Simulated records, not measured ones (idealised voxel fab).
Process module in this document: voxel ribs on slabs
cross-section cut | 150 nm wide | cells 5 nm
The cross-sections in this document take the form of a grid made of square cells. They are written out as bands, in order from top to bottom. Each band consists of one or more rows of cells. First you get the band's top height and its bottom height, in nm, and then the materials it's made of, left to right, with each width in nm. If you see a single material with "all across", that one covers the band edge to edge. "empty" is empty space. Heights from 0 (as-received wafer is one material below). Bottom band endless downward, as "0 -> down". The two numbers in a width such as "30..40" mark its ends across the band: the first belongs to the top row of cells, the second to the bottom row, and from each row to the next the width moves by the same amount. Where a step carries "nothing was modified", the cross-section came out of it unchanged, cell for cell. Listed in "Enclosed void entries": every empty space of 8 or more cells without an open way to the top. Form: width x height at distance, the distance being from the left edge, all in nm. Whatever follows a step's settings on its line is a remark the simulator itself makes about that step. overlay nm: how far to the right of its planned place the mask lay on this masked step (negative: to the left).
Process steps foreseen in the plan:
1) RECEIVE [material Si]
2) DIRECTIONAL_DEP [material SiO2] [thk nm 25]
3) DIRECTIONAL_DEP [material SiN] [thk nm 10]
4) PATTERN [tone cover] [mask id RIB] [material resist] [width nm 15] [thk nm 15] [overlay nm 0]
5) DIRECTIONAL_ETCH [etch materials SiN] [depth nm 10]
6) STRIP [etch materials resist]
7) MASKED_ETCH [tone cover] [mask id SLAB] [width nm 55] [etch materials SiN] [depth nm 5] [overlay nm 0]
8) FILL_DEP [material SiO2] [thk nm 15]
9) CMP [height nm 50]
10) DIRECTIONAL_DEP [material TiN] [thk nm 5]
11) PATTERN [tone cover] [mask id HEATER] [material resist] [width nm 25] [thk nm 20] [overlay nm 0]
12) DIRECTIONAL_ETCH [etch materials TiN] [depth nm 5]
13) STRIP [etch materials resist]
14) CONFORMAL_DEP [material SiN] [thk nm 5]
Quick note for whoever runs this: the wafers start identical, but the thk nm at step 3 isn't the same across them. The plan just shows what the first wafer had.
First of several wafers, received after step 1, in cross-section:
* 0 -> down  Si all across
* Enclosed void entries: none
The following table contains a row per wafer, in which are reported, at the conclusion of the module, the cells of each material gained (+) or lost (-) since the wafer's receipt, with its closed voids given thereafter:
thk nm 10; +38 SiN; +294 SiO2; +5 TiN; Enclosed void entries: none
thk nm 15; +49 SiN; +283 SiO2; +5 TiN; Enclosed void entries: none
thk nm 20; +79 SiN; +253 SiO2; +5 TiN; Enclosed void entries: none
thk nm 25; +109 SiN; +223 SiO2; +5 TiN; Enclosed void entries: none
thk nm 30; +136 SiN; +196 SiO2; +5 TiN; Enclosed void entries: none
